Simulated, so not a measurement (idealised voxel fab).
voxel released beams: a process module
The figure presents cross-section cut, which has a width of 220 nm and is divided into square cells with an edge length of 5 nm.
A cross-section is written here as square cells arranged in a grid, and it is given in bands from the top down, each band taking up one or more rows of cells. Band entry format. Leading values: height of top, height of bottom, nm. Remainder: materials in left-to-right order, each with its width in nm. Special words: "full width" on a single material, which then fills the band edge to edge; "blank", empty space. We count height from 0. Below that, the starting wafer is all one material. The lowest band never ends at the bottom but goes on down; see "0 and below" for how that is written. Top row gets the first number, bottom row gets the second, and each row in between changes by the same step: that is how a band width like "30->40" works. Basically "remained the same" means that step didn't change any cell in the cross-section. Entry "Cavities, sealed" = empty spaces >= 8 cells with no open way to the top; each as width x height at distance, distance from left edge, all nm. If you see something after the settings on a step's line, that's the simulator's own remark about that step. If you see "overlay nm" on a step's line and that step has a mask, it's telling you how far right of where it was planned the mask ended up; a negative number means it went left instead. So the way this works: pairs, before and after one process step. The after picture only goes down to the lowest band that actually changed, nothing below. Step and its settings are under each pair. And watch out, pairs might come from different runs of this module, same starting wafer though, so a pair only follows on from the one above if its "Pre-step geometry" entry tells you so.
# Pre-step geometry
    0 and below | Si full width
    Cavities, sealed: none
# Cut View, Post-Step
    10 down to 0 | SiN full width
    Everything below 0 is unchanged.
    Cavities, sealed: none
Step applied between the pre-step and post-step cross-sections shown above: CONFORMAL_DEP, material SiN, thk nm 10
Pre-step geometry: the wafer arrives at this step looking as the after cross-section in the pair just above shows it.
# Cut View, Post-Step
    25 down to 10 | SiO2 full width
    Everything below 10 is unchanged.
    Cavities, sealed: none
Step applied between the pre-step and post-step cross-sections shown above: DIRECTIONAL_DEP, material SiO2, thk nm 15
Pre-step geometry: the wafer arrives at this step looking as the after cross-section in the pair just above shows it.
# Cut View, Post-Step
    25 down to 10 | 45 nm SiO2, 45 nm blank, 130 nm SiO2
    Everything below 10 is unchanged.
    Cavities, sealed: none
Step applied between the pre-step and post-step cross-sections shown above: MASKED_ETCH, tone open, mask id ANCHOR, width nm 45, etch materials SiO2, depth nm 15, overlay nm 0
Pre-step geometry: the wafer arrives at this step looking as the after cross-section in the pair just above shows it.
# Cut View, Post-Step
    40 down to 25 | 60 nm TiN, 15 nm blank, 145 nm TiN
    25 down to 10 | 45 nm SiO2, 45 nm TiN, 130 nm SiO2
    Everything below 10 is unchanged.
    Cavities, sealed: none
Step applied between the pre-step and post-step cross-sections shown above: CONFORMAL_DEP, material TiN, thk nm 15
Pre-step geometry: the wafer arrives at this step looking as the after cross-section in the pair just above shows it.
# Cut View, Post-Step
    60 down to 40 | 40 nm blank, 130 nm resist, 50 nm blank
    40 down to 25 | 60 nm TiN, 15 nm resist, 145 nm TiN
    Everything below 25 is unchanged.
    Cavities, sealed: none
Step applied between the pre-step and post-step cross-sections shown above: PATTERN, tone cover, mask id BEAM, material resist, width nm 130, thk nm 20, overlay nm 0
Pre-step geometry: the wafer arrives at this step looking as the after cross-section in the pair just above shows it.
# Cut View, Post-Step
    60 down to 40 | 40 nm blank, 130 nm resist, 50 nm blank
    40 down to 25 | 40 nm blank, 20 nm TiN, 15 nm resist, 95 nm TiN, 50 nm blank
    Everything below 25 is unchanged.
    Cavities, sealed: none
Step applied between the pre-step and post-step cross-sections shown above: DIRECTIONAL_ETCH, etch materials TiN, depth nm 15
Pre-step geometry: the wafer arrives at this step looking as the after cross-section in the pair just above shows it.
# Cut View, Post-Step
    40 down to 25 | 40 nm blank, 20 nm TiN, 15 nm blank, 95 nm TiN, 50 nm blank
    Everything below 25 is unchanged.
    Cavities, sealed: none
Step applied between the pre-step and post-step cross-sections shown above: STRIP, etch materials resist
Pre-step geometry: the wafer arrives at this step looking as the after cross-section in the pair just above shows it.
# Cut View, Post-Step
    40 down to 25 | 40 nm blank, 20 nm TiN, 15 nm blank, 95 nm TiN, 50 nm blank
    25 down to 10 | 45 nm blank, 45 nm TiN, 130 nm blank
    Everything below 10 is unchanged.
    Cavities, sealed: none
Step applied between the pre-step and post-step cross-sections shown above: STRIP, etch materials SiO2
# Pre-step geometry
    0 and below | Si full width
    Cavities, sealed: none
# Cut View, Post-Step
    15 down to 0 | SiO2 full width
    Everything below 0 is unchanged.
    Cavities, sealed: none
Step applied between the pre-step and post-step cross-sections shown above: DIRECTIONAL_DEP, material SiO2, thk nm 15
Pre-step geometry: the wafer arrives at this step looking as the after cross-section in the pair just above shows it.
# Cut View, Post-Step
    15 down to 0 | 45 nm SiO2, 45 nm blank, 130 nm SiO2
    Everything below 0 is unchanged.
    Cavities, sealed: none
Step applied between the pre-step and post-step cross-sections shown above: MASKED_ETCH, tone open, mask id ANCHOR, width nm 45, etch materials SiO2, depth nm 15, overlay nm 0
Pre-step geometry: the wafer arrives at this step looking as the after cross-section in the pair just above shows it.
# Cut View, Post-Step
    30 down to 15 | 60 nm TiN, 15 nm blank, 145 nm TiN
    15 down to 0 | 45 nm SiO2, 45 nm TiN, 130 nm SiO2
    Everything below 0 is unchanged.
    Cavities, sealed: none
Step applied between the pre-step and post-step cross-sections shown above: CONFORMAL_DEP, material TiN, thk nm 15
Pre-step geometry: the wafer arrives at this step looking as the after cross-section in the pair just above shows it.
# Cut View, Post-Step
    50 down to 30 | 40 nm blank, 130 nm resist, 50 nm blank
    30 down to 15 | 60 nm TiN, 15 nm resist, 145 nm TiN
    Everything below 15 is unchanged.
    Cavities, sealed: none
Step applied between the pre-step and post-step cross-sections shown above: PATTERN, tone cover, mask id BEAM, material resist, width nm 130, thk nm 20, overlay nm 0
Pre-step geometry: the wafer arrives at this step looking as the after cross-section in the pair just above shows it.
# Cut View, Post-Step
    50 down to 30 | 40 nm blank, 130 nm resist, 50 nm blank
    30 down to 15 | 40 nm blank, 20 nm TiN, 15 nm resist, 95 nm TiN, 50 nm blank
    Everything below 15 is unchanged.
    Cavities, sealed: none
Step applied between the pre-step and post-step cross-sections shown above: DIRECTIONAL_ETCH, etch materials TiN, depth nm 15
Pre-step geometry: the wafer arrives at this step looking as the after cross-section in the pair just above shows it.
# Cut View, Post-Step
    30 down to 15 | 40 nm blank, 20 nm TiN, 15 nm blank, 95 nm TiN, 50 nm blank
    Everything below 15 is unchanged.
    Cavities, sealed: none
Step applied between the pre-step and post-step cross-sections shown above: STRIP, etch materials resist
Pre-step geometry: the wafer arrives at this step looking as the after cross-section in the pair just above shows it.
# Cut View, Post-Step
    30 down to 15 | 40 nm blank, 20 nm TiN, 15 nm blank, 95 nm TiN, 50 nm blank
    15 down to 0 | 45 nm blank, 45 nm TiN, 130 nm blank
    Everything below 0 is unchanged.
    Cavities, sealed: none
Step applied between the pre-step and post-step cross-sections shown above: STRIP, etch materials SiO2
# Pre-step geometry
    40 down to 25 | 60 nm TiN, 15 nm blank, 145 nm TiN
    25 down to 10 | 45 nm SiO2, 45 nm TiN, 130 nm SiO2
    10 down to 0 | SiN full width
    0 and below | Si full width
    Cavities, sealed: none
# Cut View, Post-Step
    55 down to 25 | TiN full width
    Everything below 25 is unchanged.
    Cavities, sealed: none
Step applied between the pre-step and post-step cross-sections shown above: CONFORMAL_DEP, material TiN, thk nm 15
Pre-step geometry: the wafer arrives at this step looking as the after cross-section in the pair just above shows it.
# Cut View, Post-Step
    75 down to 55 | 40 nm blank, 130 nm resist, 50 nm blank
    Everything below 55 is unchanged.
    Cavities, sealed: none
Step applied between the pre-step and post-step cross-sections shown above: PATTERN, tone cover, mask id BEAM, material resist, width nm 130, thk nm 20, overlay nm 0
Pre-step geometry: the wafer arrives at this step looking as the after cross-section in the pair just above shows it.
# Cut View, Post-Step
    75 down to 55 | 40 nm blank, 130 nm resist, 50 nm blank
    55 down to 40 | 40 nm blank, 130 nm TiN, 50 nm blank
    Everything below 40 is unchanged.
    Cavities, sealed: none
Step applied between the pre-step and post-step cross-sections shown above: DIRECTIONAL_ETCH, etch materials TiN, depth nm 15
Pre-step geometry: the wafer arrives at this step looking as the after cross-section in the pair just above shows it.
# Cut View, Post-Step
    55 down to 40 | 40 nm blank, 130 nm TiN, 50 nm blank
    Everything below 40 is unchanged.
    Cavities, sealed: none
Step applied between the pre-step and post-step cross-sections shown above: STRIP, etch materials resist
# Pre-step geometry
    15 down to 0 | SiO2 full width
    0 and below | Si full width
    Cavities, sealed: none
# Cut View, Post-Step
    25 down to 15 | SiN full width
    Everything below 15 is unchanged.
    Cavities, sealed: none
Step applied between the pre-step and post-step cross-sections shown above: CONFORMAL_DEP, material SiN, thk nm 10
Pre-step geometry: the wafer arrives at this step looking as the after cross-section in the pair just above shows it.
# Cut View, Post-Step
    40 down to 25 | TiN full width
    Everything below 25 is unchanged.
    Cavities, sealed: none
Step applied between the pre-step and post-step cross-sections shown above: CONFORMAL_DEP, material TiN, thk nm 15
Pre-step geometry: the wafer arrives at this step looking as the after cross-section in the pair just above shows it.
# Cut View, Post-Step
    60 down to 40 | 40 nm blank, 130 nm resist, 50 nm blank
    Everything below 40 is unchanged.
    Cavities, sealed: none
Step applied between the pre-step and post-step cross-sections shown above: PATTERN, tone cover, mask id BEAM, material resist, width nm 130, thk nm 20, overlay nm 0
Pre-step geometry: the wafer arrives at this step looking as the after cross-section in the pair just above shows it.
# Cut View, Post-Step
    60 down to 40 | 40 nm blank, 130 nm resist, 50 nm blank
    40 down to 25 | 40 nm blank, 130 nm TiN, 50 nm blank
    Everything below 25 is unchanged.
    Cavities, sealed: none
Step applied between the pre-step and post-step cross-sections shown above: DIRECTIONAL_ETCH, etch materials TiN, depth nm 15
Pre-step geometry: the wafer arrives at this step looking as the after cross-section in the pair just above shows it.
# Cut View, Post-Step
    40 down to 25 | 40 nm blank, 130 nm TiN, 50 nm blank
    Everything below 25 is unchanged.
    Cavities, sealed: none
Step applied between the pre-step and post-step cross-sections shown above: STRIP, etch materials resist
# Pre-step geometry
    0 and below | Si full width
    Cavities, sealed: none
# Cut View, Post-Step
    5 down to 0 | SiN full width
    Everything below 0 is unchanged.
    Cavities, sealed: none
Step applied between the pre-step and post-step cross-sections shown above: CONFORMAL_DEP, material SiN, thk nm 5
Pre-step geometry: the wafer arrives at this step looking as the after cross-section in the pair just above shows it.
# Cut View, Post-Step
    20 down to 5 | SiO2 full width
    Everything below 5 is unchanged.
    Cavities, sealed: none
Step applied between the pre-step and post-step cross-sections shown above: DIRECTIONAL_DEP, material SiO2, thk nm 15
Pre-step geometry: the wafer arrives at this step looking as the after cross-section in the pair just above shows it.
# Cut View, Post-Step
    20 down to 5 | 45 nm SiO2, 45 nm blank, 130 nm SiO2
    Everything below 5 is unchanged.
    Cavities, sealed: none
Step applied between the pre-step and post-step cross-sections shown above: MASKED_ETCH, tone open, mask id ANCHOR, width nm 45, etch materials SiO2, depth nm 15, overlay nm 0
Pre-step geometry: the wafer arrives at this step looking as the after cross-section in the pair just above shows it.
# Cut View, Post-Step
    35 down to 20 | 60 nm TiN, 15 nm blank, 145 nm TiN
    20 down to 5 | 45 nm SiO2, 45 nm TiN, 130 nm SiO2
    Everything below 5 is unchanged.
    Cavities, sealed: none
Step applied between the pre-step and post-step cross-sections shown above: CONFORMAL_DEP, material TiN, thk nm 15
Pre-step geometry: the wafer arrives at this step looking as the after cross-section in the pair just above shows it.
# Cut View, Post-Step
    55 down to 35 | 40 nm blank, 130 nm resist, 50 nm blank
    35 down to 20 | 60 nm TiN, 15 nm resist, 145 nm TiN
    Everything below 20 is unchanged.
    Cavities, sealed: none
Step applied between the pre-step and post-step cross-sections shown above: PATTERN, tone cover, mask id BEAM, material resist, width nm 130, thk nm 20, overlay nm 0
Pre-step geometry: the wafer arrives at this step looking as the after cross-section in the pair just above shows it.
# Cut View, Post-Step
    55 down to 35 | 40 nm blank, 130 nm resist, 50 nm blank
    35 down to 20 | 40 nm blank, 20 nm TiN, 15 nm resist, 95 nm TiN, 50 nm blank
    Everything below 20 is unchanged.
    Cavities, sealed: none
Step applied between the pre-step and post-step cross-sections shown above: DIRECTIONAL_ETCH, etch materials TiN, depth nm 15
Pre-step geometry: the wafer arrives at this step looking as the after cross-section in the pair just above shows it.
# Cut View, Post-Step
    35 down to 20 | 40 nm blank, 20 nm TiN, 15 nm blank, 95 nm TiN, 50 nm blank
    Everything below 20 is unchanged.
    Cavities, sealed: none
Step applied between the pre-step and post-step cross-sections shown above: STRIP, etch materials resist
Pre-step geometry: the wafer arrives at this step looking as the after cross-section in the pair just above shows it.
# Cut View, Post-Step
    35 down to 20 | 40 nm blank, 20 nm TiN, 15 nm blank, 95 nm TiN, 50 nm blank
    20 down to 5 | 45 nm blank, 45 nm TiN, 130 nm blank
    Everything below 5 is unchanged.
    Cavities, sealed: none
Step applied between the pre-step and post-step cross-sections shown above: STRIP, etch materials SiO2
# Pre-step geometry
    40 down to 25 | 60 nm TiN, 15 nm blank, 145 nm TiN
    25 down to 10 | 45 nm SiO2, 45 nm TiN, 130 nm SiO2
    10 down to 0 | SiN full width
    0 and below | Si full width
    Cavities, sealed: none
# Cut View, Post-Step
    60 down to 40 | 45 nm blank, 125 nm resist, 50 nm blank
    40 down to 25 | 60 nm TiN, 15 nm resist, 145 nm TiN
    Everything below 25 is unchanged.
    Cavities, sealed: none
Step applied between the pre-step and post-step cross-sections shown above: PATTERN, tone cover, mask id BEAM, material resist, width nm 125, thk nm 20, overlay nm 0
Pre-step geometry: the wafer arrives at this step looking as the after cross-section in the pair just above shows it.
# Cut View, Post-Step
    60 down to 40 | 45 nm blank, 125 nm resist, 50 nm blank
    40 down to 25 | 45 nm blank, 15 nm TiN, 15 nm resist, 95 nm TiN, 50 nm blank
    Everything below 25 is unchanged.
    Cavities, sealed: none
Step applied between the pre-step and post-step cross-sections shown above: DIRECTIONAL_ETCH, etch materials TiN, depth nm 15
Pre-step geometry: the wafer arrives at this step looking as the after cross-section in the pair just above shows it.
# Cut View, Post-Step
    40 down to 25 | 45 nm blank, 15 nm TiN, 15 nm blank, 95 nm TiN, 50 nm blank
    Everything below 25 is unchanged.
    Cavities, sealed: none
Step applied between the pre-step and post-step cross-sections shown above: STRIP, etch materials resist
Pre-step geometry: the wafer arrives at this step looking as the after cross-section in the pair just above shows it.
# Cut View, Post-Step
    40 down to 25 | 45 nm blank, 15 nm TiN, 15 nm blank, 95 nm TiN, 50 nm blank
    25 down to 10 | 45 nm blank, 45 nm TiN, 130 nm blank
    Everything below 10 is unchanged.
    Cavities, sealed: none
Step applied between the pre-step and post-step cross-sections shown above: STRIP, etch materials SiO2
# Pre-step geometry
    40 down to 25 | 60 nm TiN, 15 nm blank, 145 nm TiN
    25 down to 10 | 45 nm SiO2, 45 nm TiN, 130 nm SiO2
    10 down to 0 | SiN full width
    0 and below | Si full width
    Cavities, sealed: none
# Cut View, Post-Step
    60 down to 40 | 35 nm blank, 130 nm resist, 55 nm blank
    40 down to 25 | 60 nm TiN, 15 nm resist, 145 nm TiN
    Everything below 25 is unchanged.
    Cavities, sealed: none
Step applied between the pre-step and post-step cross-sections shown above: PATTERN, tone cover, mask id BEAM, material resist, width nm 130, thk nm 20, overlay nm -5
Pre-step geometry: the wafer arrives at this step looking as the after cross-section in the pair just above shows it.
# Cut View, Post-Step
    60 down to 40 | 35 nm blank, 130 nm resist, 55 nm blank
    40 down to 25 | 35 nm blank, 25 nm TiN, 15 nm resist, 90 nm TiN, 55 nm blank
    Everything below 25 is unchanged.
    Cavities, sealed: none
Step applied between the pre-step and post-step cross-sections shown above: DIRECTIONAL_ETCH, etch materials TiN, depth nm 15
Pre-step geometry: the wafer arrives at this step looking as the after cross-section in the pair just above shows it.
# Cut View, Post-Step
    40 down to 25 | 35 nm blank, 25 nm TiN, 15 nm blank, 90 nm TiN, 55 nm blank
    Everything below 25 is unchanged.
    Cavities, sealed: none
Step applied between the pre-step and post-step cross-sections shown above: STRIP, etch materials resist
Pre-step geometry: the wafer arrives at this step looking as the after cross-section in the pair just above shows it.
# Cut View, Post-Step
    40 down to 25 | 35 nm blank, 25 nm TiN, 15 nm blank, 90 nm TiN, 55 nm blank
    25 down to 10 | 45 nm blank, 45 nm TiN, 130 nm blank
    Everything below 10 is unchanged.
    Cavities, sealed: none
Step applied between the pre-step and post-step cross-sections shown above: STRIP, etch materials SiO2
# Pre-step geometry
    25 down to 10 | 45 nm SiO2, 45 nm blank, 130 nm SiO2
    10 down to 0 | SiN full width
    0 and below | Si full width
    Cavities, sealed: none
# Cut View, Post-Step
    40 down to 25 | 60 nm SiN, 15 nm blank, 145 nm SiN
    25 down to 10 | 45 nm SiO2, 45 nm SiN, 130 nm SiO2
    Everything below 10 is unchanged.
    Cavities, sealed: none
Step applied between the pre-step and post-step cross-sections shown above: CONFORMAL_DEP, material SiN, thk nm 15
Pre-step geometry: the wafer arrives at this step looking as the after cross-section in the pair just above shows it.
# Cut View, Post-Step
    60 down to 40 | 40 nm blank, 130 nm resist, 50 nm blank
    40 down to 25 | 60 nm SiN, 15 nm resist, 145 nm SiN
    Everything below 25 is unchanged.
    Cavities, sealed: none
Step applied between the pre-step and post-step cross-sections shown above: PATTERN, tone cover, mask id BEAM, material resist, width nm 130, thk nm 20, overlay nm 0
Pre-step geometry: the wafer arrives at this step looking as the after cross-section in the pair just above shows it.
# Cut View, Post-Step
    40 down to 25 | 60 nm SiN, 15 nm blank, 145 nm SiN
    Everything below 25 is unchanged.
    Cavities, sealed: none
Step applied between the pre-step and post-step cross-sections shown above: STRIP, etch materials resist
# Pre-step geometry
    25 down to 10 | SiO2 full width
    10 down to 0 | SiN full width
    0 and below | Si full width
    Cavities, sealed: none
# Cut View, Post-Step
    25 down to 10 | 45 nm blank, 45 nm SiO2, 130 nm blank
    Everything below 10 is unchanged.
    Cavities, sealed: none
Step applied between the pre-step and post-step cross-sections shown above: MASKED_ETCH, tone cover, mask id ANCHOR, width nm 45, etch materials SiO2, depth nm 15, overlay nm 0
Pre-step geometry: the wafer arrives at this step looking as the after cross-section in the pair just above shows it.
# Cut View, Post-Step
    40 down to 25 | 30 nm blank, 75 nm TiN, 115 nm blank
    25 down to 10 | 45 nm TiN, 45 nm SiO2, 130 nm TiN
    Everything below 10 is unchanged.
    Cavities, sealed: none
Step applied between the pre-step and post-step cross-sections shown above: CONFORMAL_DEP, material TiN, thk nm 15
Pre-step geometry: the wafer arrives at this step looking as the after cross-section in the pair just above shows it.
# Cut View, Post-Step
    60 down to 40 | 40 nm blank, 130 nm resist, 50 nm blank
    40 down to 25 | 30 nm blank, 75 nm TiN, 65 nm resist, 50 nm blank
    Everything below 25 is unchanged.
    Cavities, sealed: none
Step applied between the pre-step and post-step cross-sections shown above: PATTERN, tone cover, mask id BEAM, material resist, width nm 130, thk nm 20, overlay nm 0
Pre-step geometry: the wafer arrives at this step looking as the after cross-section in the pair just above shows it.
# Cut View, Post-Step
    60 down to 40 | 40 nm blank, 130 nm resist, 50 nm blank
    40 down to 25 | 40 nm blank, 65 nm TiN, 65 nm resist, 50 nm blank
    25 down to 10 | 30 nm blank, 15 nm TiN, 45 nm SiO2, 80 nm TiN, 50 nm blank
    Everything below 10 is unchanged.
    Cavities, sealed: none
Step applied between the pre-step and post-step cross-sections shown above: DIRECTIONAL_ETCH, etch materials TiN, depth nm 15
Pre-step geometry: the wafer arrives at this step looking as the after cross-section in the pair just above shows it.
# Cut View, Post-Step
    40 down to 25 | 40 nm blank, 65 nm TiN, 115 nm blank
    Everything below 25 is unchanged.
    Cavities, sealed: none
Step applied between the pre-step and post-step cross-sections shown above: STRIP, etch materials resist
